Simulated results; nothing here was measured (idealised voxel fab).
process module | voxel double patterning
cross-section cut | 260 nm wide | cells 5 nm
A cross-section is a grid of square cells, given in bands from the top down. A band is one or more rows of cells.
Each band's line starts with the height of the band's top and of its bottom, in nm. Then come its materials from left to right, each with its width in nm. One material with "throughout" fills the band from edge to edge. "air" is empty space.
Height 0 is the level under which the wafer as received is all one material. The lowest band goes on downwards, as in "0 down".
A width such as "30 to 40" changes by the same amount from each row of cells to the next, from the band's top row to its bottom row.
"no change" after a step means that no cell of the cross-section changed.
closed voids: empty space of 8 cells or more with no open way to the top, each as width x height at its distance from the left edge, in nm
after a step's settings: what the simulator itself notes on the step
overlay nm, on a step with a mask: how far to the right of its planned place the mask lay; to the left if negative
plan
1 op RECEIVE | material Si
2 op CONFORMAL_DEP | material SiO2 | thk nm 5
3 op DIRECTIONAL_DEP | material TiN | thk nm 10
4 op DIRECTIONAL_DEP | material SiCN | thk nm 10
5 op DIRECTIONAL_DEP | material aC | thk nm 10
6 op PATTERN | tone open | mask id FIRST | material resist | width nm 15 | pitch nm 50 | thk nm 30 | overlay nm 0
7 op DIRECTIONAL_ETCH | etch materials aC | depth nm 10
8 op STRIP | etch materials resist
9 op DIRECTIONAL_ETCH | etch materials SiCN | depth nm 10
10 op STRIP | etch materials aC
11 op PATTERN | tone open | mask id SECOND | material resist | width nm 15 | thk nm 15 | overlay nm 0
12 op DIRECTIONAL_ETCH | etch materials SiCN | depth nm 10
13 op STRIP | etch materials resist
14 op DIRECTIONAL_ETCH | etch materials TiN | depth nm 10
15 op STRIP | etch materials SiCN
first wafer, as planned
as received, after step 1
  0 down: Si throughout
  closed voids: none
after step 2
  5 to 0: SiO2 throughout
  below 0: unchanged
after step 3
  15 to 5: TiN throughout
  below 5: unchanged
after step 4
  25 to 15: SiCN throughout
  below 15: unchanged
after step 5
  35 to 25: aC throughout
  below 25: unchanged
after step 6
  65 to 35: resist 95 | air 15 | resist 35 | air 15 | resist 100
  below 35: unchanged
after step 7
  55 to 35: resist 95 | air 15 | resist 35 | air 15 | resist 100
  35 to 25: aC 95 | air 15 | aC 35 | air 15 | aC 100
  below 25: unchanged
after step 8
  35 to 25: aC 95 | air 15 | aC 35 | air 15 | aC 100
  below 25: unchanged
after step 9
  35 to 25: aC 95 | air 15 | aC 35 | air 15 | aC 100
  25 to 15: SiCN 95 | air 15 | SiCN 35 | air 15 | SiCN 100
  below 15: unchanged
after step 10
  25 to 15: SiCN 95 | air 15 | SiCN 35 | air 15 | SiCN 100
  below 15: unchanged
after step 11
  40 to 25: resist 120 | air 15 | resist 125
  25 to 15: SiCN 95 | resist 15 | SiCN 35 | resist 15 | SiCN 100
  below 15: unchanged
after step 12
  40 to 25: resist 120 | air 15 | resist 125
  25 to 15: SiCN 95 | resist 15 | SiCN 10 | air 15 | SiCN 10 | resist 15 | SiCN 100
  below 15: unchanged
after step 13
  25 to 15: SiCN 95 | air 15 | SiCN 10 | air 15 | SiCN 10 | air 15 | SiCN 100
  below 15: unchanged
after step 14
  25 to 15: SiCN 95 | air 15 | SiCN 10 | air 15 | SiCN 10 | air 15 | SiCN 100
  15 to 5: TiN 95 | air 15 | TiN 10 | air 15 | TiN 10 | air 15 | TiN 100
  below 5: unchanged
after step 15
  15 to 5: TiN 95 | air 15 | TiN 10 | air 15 | TiN 10 | air 15 | TiN 100
  below 5: unchanged
second wafer: like start, like plan, one mistake. Through step 10 it matches the first wafer
when step 11 should have ended
  40 to 25: air 120 | resist 15 | air 125
  below 25: unchanged
when step 12 should have ended
  40 to 25: air 120 | resist 15 | air 125
  25 to 15: air 120 | SiCN 15 | air 125
  below 15: unchanged
when step 13 should have ended
  25 to 15: air 120 | SiCN 15 | air 125
  below 15: unchanged
when step 14 should have ended
  25 to 15: air 120 | SiCN 15 | air 125
  15 to 5: air 120 | TiN 15 | air 125
  below 5: unchanged
when step 15 should have ended
  15 to 5: air 120 | TiN 15 | air 125
  below 5: unchanged
what went wrong: step 11 ran as: op PATTERN | tone cover | mask id SECOND | material resist | width nm 15 | thk nm 15 | overlay nm 0
at the end the second wafer has, in cells: 80 fewer of TiN
